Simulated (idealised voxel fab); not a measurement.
The document below concerns the process module designated voxel fin reveal.
Section shown: cut. Width: 295 nm. Cell size: 5 nm, square.
Think of the cross-section as a grid of square cells. We describe it in bands, top to bottom, and each band covers one or more rows of those cells. The entry gives the band's vertical extent as a top height and a bottom height in nm, then its horizontal make-up as materials from left to right, each with a width in nm. "blank" stands for empty space; a single material marked "all across" fills the band edge to edge. Beneath 0, the wafer as received is one material, and that level is where height counting begins. The lowest band goes on downward without a bottom; it is written like "from 0 down". Quick explanation for "30 to 40": the width changes in equal steps down the rows of cells, from the first number in the band's top row to the second number in its bottom row. Step note "no change" = no cross-section cell changed. Voids not open to the top, 8 cells minimum: see "Fully sealed cavities". Written width x height at distance; distance is from the left edge; nm. Formally, on a step line, whatever follows the settings is a remark that the simulator itself makes on the step. "overlay nm" answers the question of how far to the right of plan the mask lay on a step that has a mask, and when it is negative the answer is to the left. Reading guide: pairs of cross-sections, before and after one process step; after view cut off at lowest changed band; step and settings listed under each pair. Pairs may stem from different runs of this module on the same starting wafer; continuity with the pair above only where the "Pre-process" entry states it.
Pre-process
	from 0 down | Si all across
	Fully sealed cavities: none
Post-Process View
	from 10 to 0 | SiN all across
	Below 0, no change.
	Fully sealed cavities: none
Can you say which step sits between the two cross-sections above? CONFORMAL_DEP, material SiN, thk nm 10
Pre-process: look at the pair above, its after cross-section is where this step starts.
Post-Process View
	from 10 to 0 | blank (100)  SiN (15)  blank (25)  SiN (15)  blank (25)  SiN (15)  blank (100)
	Below 0, no change.
	Fully sealed cavities: none
Can you say which step sits between the two cross-sections above? MASKED_ETCH, tone cover, mask id FINS, width nm 15, pitch nm 40, etch materials SiN, depth nm 10, overlay nm 0
Pre-process: look at the pair above, its after cross-section is where this step starts.
Post-Process View
	from 10 to 0 | blank (100)  SiN (15)  blank (25)  SiN (15)  blank (25)  SiN (15)  blank (100)
	from 0 to -30 | blank (100)  Si (15)  blank (25)  Si (15)  blank (25)  Si (15)  blank (100)
	Below -30, no change.
	Fully sealed cavities: none
Can you say which step sits between the two cross-sections above? MASKED_ETCH, tone cover, mask id FINS, width nm 15, pitch nm 40, etch materials Si, depth nm 30, overlay nm 0
Pre-process: look at the pair above, its after cross-section is where this step starts.
Post-Process View
	from 15 to 10 | SiO2 all across
	from 10 to 0 | SiO2 (100)  SiN (15)  SiO2 (25)  SiN (15)  SiO2 (25)  SiN (15)  SiO2 (100)
	from 0 to -30 | SiO2 (100)  Si (15)  SiO2 (25)  Si (15)  SiO2 (25)  Si (15)  SiO2 (100)
	Below -30, no change.
	Fully sealed cavities: none
Can you say which step sits between the two cross-sections above? FILL_DEP, material SiO2, thk nm 5
Pre-process: look at the pair above, its after cross-section is where this step starts.
Post-Process View
	from 10 to 0 | SiO2 (100)  SiN (15)  SiO2 (25)  SiN (15)  SiO2 (25)  SiN (15)  SiO2 (100)
	Below 0, no change.
	Fully sealed cavities: none
Can you say which step sits between the two cross-sections above? CMP, height nm 10
Pre-process: look at the pair above, its after cross-section is where this step starts.
Post-Process View
	from 10 to 0 | blank (100)  SiN (15)  blank (25)  SiN (15)  blank (25)  SiN (15)  blank (100)
	from 0 to -20 | blank (100)  Si (15)  blank (25)  Si (15)  blank (25)  Si (15)  blank (100)
	Below -20, no change.
	Fully sealed cavities: none
Can you say which step sits between the two cross-sections above? SELECTIVE_ETCH, etch materials SiO2, depth nm 30
Pre-process: look at the pair above, its after cross-section is where this step starts.
Post-Process View
	from 0 to -20 | blank (100)  Si (15)  blank (25)  Si (15)  blank (25)  Si (15)  blank (100)
	Below -20, no change.
	Fully sealed cavities: none
Can you say which step sits between the two cross-sections above? STRIP, etch materials SiN
Pre-process: look at the pair above, its after cross-section is where this step starts.
Post-Process View
	from 5 to 0 | blank (95)  HfO2 (25)  blank (15)  HfO2 (25)  blank (15)  HfO2 (25)  blank (95)
	from 0 to -15 | blank (95)  HfO2 (5)  Si (15)  HfO2 (5)  blank (15)  HfO2 (5)  Si (15)  HfO2 (5)  blank (15)  HfO2 (5)  Si (15)  HfO2 (5)  blank (95)
	from -15 to -20 | HfO2 (100)  Si (15)  HfO2 (25)  Si (15)  HfO2 (25)  Si (15)  HfO2 (100)
	Below -20, no change.
	Fully sealed cavities: none
Can you say which step sits between the two cross-sections above? CONFORMAL_DEP, material HfO2, thk nm 5
Pre-process
	from 10 to 0 | blank (100)  SiN (15)  blank (25)  SiN (15)  blank (25)  SiN (15)  blank (100)
	from 0 to -30 | blank (100)  Si (15)  blank (25)  Si (15)  blank (25)  Si (15)  blank (100)
	from -30 down | Si all across
	Fully sealed cavities: none
Post-Process View
	from 10 to 0 | blank (100)  SiN (15)  blank (25)  SiN (15)  blank (25)  SiN (15)  blank (100)
	from 0 to -60 | blank (100)  Si (15)  blank (25)  Si (15)  blank (25)  Si (15)  blank (100)
	Below -60, no change.
	Fully sealed cavities: none
Can you say which step sits between the two cross-sections above? MASKED_ETCH, tone cover, mask id FINS, width nm 15, pitch nm 40, etch materials Si, depth nm 30, overlay nm 0
Pre-process: look at the pair above, its after cross-section is where this step starts.
Post-Process View
	from 15 to 10 | SiO2 all across
	from 10 to 0 | SiO2 (100)  SiN (15)  SiO2 (25)  SiN (15)  SiO2 (25)  SiN (15)  SiO2 (100)
	from 0 to -60 | SiO2 (100)  Si (15)  SiO2 (25)  Si (15)  SiO2 (25)  Si (15)  SiO2 (100)
	Below -60, no change.
	Fully sealed cavities: none
Can you say which step sits between the two cross-sections above? FILL_DEP, material SiO2, thk nm 5
Pre-process: look at the pair above, its after cross-section is where this step starts.
Post-Process View
	from 10 to 0 | SiO2 (100)  SiN (15)  SiO2 (25)  SiN (15)  SiO2 (25)  SiN (15)  SiO2 (100)
	Below 0, no change.
	Fully sealed cavities: none
Can you say which step sits between the two cross-sections above? CMP, height nm 10
Pre-process: look at the pair above, its after cross-section is where this step starts.
Post-Process View
	from 10 to 0 | blank (100)  SiN (15)  blank (25)  SiN (15)  blank (25)  SiN (15)  blank (100)
	from 0 to -20 | blank (100)  Si (15)  blank (25)  Si (15)  blank (25)  Si (15)  blank (100)
	Below -20, no change.
	Fully sealed cavities: none
Can you say which step sits between the two cross-sections above? SELECTIVE_ETCH, etch materials SiO2, depth nm 30
Pre-process: look at the pair above, its after cross-section is where this step starts.
Post-Process View
	from 0 to -20 | blank (100)  Si (15)  blank (25)  Si (15)  blank (25)  Si (15)  blank (100)
	Below -20, no change.
	Fully sealed cavities: none
Can you say which step sits between the two cross-sections above? STRIP, etch materials SiN
Pre-process: look at the pair above, its after cross-section is where this step starts.
Post-Process View
	from 5 to 0 | blank (95)  HfO2 (25)  blank (15)  HfO2 (25)  blank (15)  HfO2 (25)  blank (95)
	from 0 to -15 | blank (95)  HfO2 (5)  Si (15)  HfO2 (5)  blank (15)  HfO2 (5)  Si (15)  HfO2 (5)  blank (15)  HfO2 (5)  Si (15)  HfO2 (5)  blank (95)
	from -15 to -20 | HfO2 (100)  Si (15)  HfO2 (25)  Si (15)  HfO2 (25)  Si (15)  HfO2 (100)
	Below -20, no change.
	Fully sealed cavities: none
Can you say which step sits between the two cross-sections above? CONFORMAL_DEP, material HfO2, thk nm 5
Pre-process
	from 10 to 0 | SiO2 (100)  SiN (15)  SiO2 (25)  SiN (15)  SiO2 (25)  SiN (15)  SiO2 (100)
	from 0 to -30 | SiO2 (100)  Si (15)  SiO2 (25)  Si (15)  SiO2 (25)  Si (15)  SiO2 (100)
	from -30 down | Si all across
	Fully sealed cavities: none
Post-Process View
	from 10 to 0 | SiO2 (100)  blank (15)  SiO2 (25)  blank (15)  SiO2 (25)  blank (15)  SiO2 (100)
	Below 0, no change.
	Fully sealed cavities: none
Can you say which step sits between the two cross-sections above? STRIP, etch materials SiN
Pre-process: look at the pair above, its after cross-section is where this step starts.
Post-Process View
	from 0 to -20 | blank (100)  Si (15)  blank (25)  Si (15)  blank (25)  Si (15)  blank (100)
	from -20 to -30 | SiO2 (70)  blank (30)  Si (15)  blank (25)  Si (15)  blank (25)  Si (15)  blank (30)  SiO2 (70)
	Below -30, no change.
	Fully sealed cavities: none
Can you say which step sits between the two cross-sections above? SELECTIVE_ETCH, etch materials SiO2, depth nm 30
Pre-process: look at the pair above, its after cross-section is where this step starts.
Post-Process View
	from 5 to 0 | blank (95)  HfO2 (25)  blank (15)  HfO2 (25)  blank (15)  HfO2 (25)  blank (95)
	from 0 to -15 | blank (95)  HfO2 (5)  Si (15)  HfO2 (5)  blank (15)  HfO2 (5)  Si (15)  HfO2 (5)  blank (15)  HfO2 (5)  Si (15)  HfO2 (5)  blank (95)
	from -15 to -20 | HfO2 (75)  blank (20)  HfO2 (5)  Si (15)  HfO2 (5)  blank (15)  HfO2 (5)  Si (15)  HfO2 (5)  blank (15)  HfO2 (5)  Si (15)  HfO2 (5)  blank (20)  HfO2 (75)
	from -20 to -25 | SiO2 (70)  HfO2 (5)  blank (20)  HfO2 (5)  Si (15)  HfO2 (5)  blank (15)  HfO2 (5)  Si (15)  HfO2 (5)  blank (15)  HfO2 (5)  Si (15)  HfO2 (5)  blank (20)  HfO2 (5)  SiO2 (70)
	from -25 to -30 | SiO2 (70)  HfO2 (30)  Si (15)  HfO2 (25)  Si (15)  HfO2 (25)  Si (15)  HfO2 (30)  SiO2 (70)
	Below -30, no change.
	Fully sealed cavities: none
Can you say which step sits between the two cross-sections above? CONFORMAL_DEP, material HfO2, thk nm 5
Pre-process
	from 10 to 0 | blank (100)  SiN (15)  blank (25)  SiN (15)  blank (25)  SiN (15)  blank (100)
	from 0 down | Si all across
	Fully sealed cavities: none
Post-Process View
	from 10 to 0 | blank (100)  SiN (15)  blank (25)  SiN (15)  blank (25)  SiN (15)  blank (100)
	from 0 to -25 | blank (100)  Si (15)  blank (25)  Si (15)  blank (25)  Si (15)  blank (100)
	Below -25, no change.
	Fully sealed cavities: none
Can you say which step sits between the two cross-sections above? MASKED_ETCH, tone cover, mask id FINS, width nm 15, pitch nm 40, etch materials Si, depth nm 25, overlay nm 0
Pre-process: look at the pair above, its after cross-section is where this step starts.
Post-Process View
	from 15 to 10 | SiO2 all across
	from 10 to 0 | SiO2 (100)  SiN (15)  SiO2 (25)  SiN (15)  SiO2 (25)  SiN (15)  SiO2 (100)
	from 0 to -25 | SiO2 (100)  Si (15)  SiO2 (25)  Si (15)  SiO2 (25)  Si (15)  SiO2 (100)
	Below -25, no change.
	Fully sealed cavities: none
Can you say which step sits between the two cross-sections above? FILL_DEP, material SiO2, thk nm 5
Pre-process: look at the pair above, its after cross-section is where this step starts.
Post-Process View
	from 10 to 0 | SiO2 (100)  SiN (15)  SiO2 (25)  SiN (15)  SiO2 (25)  SiN (15)  SiO2 (100)
	Below 0, no change.
	Fully sealed cavities: none
Can you say which step sits between the two cross-sections above? CMP, height nm 10
Pre-process: look at the pair above, its after cross-section is where this step starts.
Post-Process View
	from 10 to 0 | blank (100)  SiN (15)  blank (25)  SiN (15)  blank (25)  SiN (15)  blank (100)
	from 0 to -20 | blank (100)  Si (15)  blank (25)  Si (15)  blank (25)  Si (15)  blank (100)
	Below -20, no change.
	Fully sealed cavities: none
Can you say which step sits between the two cross-sections above? SELECTIVE_ETCH, etch materials SiO2, depth nm 30
Pre-process: look at the pair above, its after cross-section is where this step starts.
Post-Process View
	from 0 to -20 | blank (100)  Si (15)  blank (25)  Si (15)  blank (25)  Si (15)  blank (100)
	Below -20, no change.
	Fully sealed cavities: none
Can you say which step sits between the two cross-sections above? STRIP, etch materials SiN
Pre-process: look at the pair above, its after cross-section is where this step starts.
Post-Process View
	from 5 to 0 | blank (95)  HfO2 (25)  blank (15)  HfO2 (25)  blank (15)  HfO2 (25)  blank (95)
	from 0 to -15 | blank (95)  HfO2 (5)  Si (15)  HfO2 (5)  blank (15)  HfO2 (5)  Si (15)  HfO2 (5)  blank (15)  HfO2 (5)  Si (15)  HfO2 (5)  blank (95)
	from -15 to -20 | HfO2 (100)  Si (15)  HfO2 (25)  Si (15)  HfO2 (25)  Si (15)  HfO2 (100)
	Below -20, no change.
	Fully sealed cavities: none
Can you say which step sits between the two cross-sections above? CONFORMAL_DEP, material HfO2, thk nm 5
Pre-process
	from 0 to -20 | blank (100)  Si (15)  blank (25)  Si (15)  blank (25)  Si (15)  blank (100)
	from -20 to -30 | SiO2 (100)  Si (15)  SiO2 (25)  Si (15)  SiO2 (25)  Si (15)  SiO2 (100)
	from -30 down | Si all across
	Fully sealed cavities: none
Post-Process View
	from 5 to 0 | blank (95)  SiO2 (25)  blank (15)  SiO2 (25)  blank (15)  SiO2 (25)  blank (95)
	from 0 to -15 | blank (95)  SiO2 (5)  Si (15)  SiO2 (5)  blank (15)  SiO2 (5)  Si (15)  SiO2 (5)  blank (15)  SiO2 (5)  Si (15)  SiO2 (5)  blank (95)
	from -15 to -30 | SiO2 (100)  Si (15)  SiO2 (25)  Si (15)  SiO2 (25)  Si (15)  SiO2 (100)
	Below -30, no change.
	Fully sealed cavities: none
Can you say which step sits between the two cross-sections above? CONFORMAL_DEP, material SiO2, thk nm 5
